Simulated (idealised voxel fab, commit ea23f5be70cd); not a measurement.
process module | voxel local oxidation
cross-section cut | 175 nm wide | cells 5 nm
A cross-section is a grid of square cells, given in bands from the top down. A band is one or more rows of cells.
Each band's line starts with the height of the band's top and of its bottom, in nm. Then come its materials from left to right, each with its width in nm. One material with "throughout" fills the band from edge to edge. "air" is empty space.
Height 0 is the level under which the wafer as received is all one material. The lowest band goes on downwards, as in "0 down".
A width such as "30 to 40" changes by the same amount from each row of cells to the next, from the band's top row to its bottom row.
"no change" after a step means that no cell of the cross-section changed.
closed voids: empty space of 8 cells or more with no open way to the top, each as width x height at its distance from the left edge, in nm
after a step's settings: what the simulator itself notes on the step
overlay nm, on a step with a mask: how far to the right of its planned place the mask lay; to the left if negative
plan
1 op RECEIVE | material Si
2 op OXIDIZE | depth nm 5
3 op CONFORMAL_DEP | material SiN | thk nm 15
4 op PATTERN | tone cover | mask id ACTIVE | material resist | width nm 95 | thk nm 20 | overlay nm 0
5 op DIRECTIONAL_ETCH | etch materials SiN | depth nm 5
6 op STRIP | etch materials resist
7 op SELECTIVE_ETCH | etch materials SiO2 | depth nm 5
8 op OXIDIZE | depth nm 15
9 op STRIP | etch materials SiN
varied across the wafers: depth nm of step 5. The plan shows the first wafer's value. All wafers start alike
first wafer as received, after step 1
  0 down: Si throughout
  closed voids: none
each wafer at the end: cells of each material gained (+) or lost (-) since it was received, then its closed voids
depth nm 5 | -35 Si | +35 SiO2 | closed voids: none
depth nm 10 | -35 Si | +35 SiO2 | closed voids: none
depth nm 15 | -107 Si | +89 SiO2 | closed voids: none
depth nm 20 | -107 Si | +89 SiO2 | closed voids: none
depth nm 25 | -107 Si | +89 SiO2 | closed voids: none
depth nm 30 | -107 Si | +89 SiO2 | closed voids: none
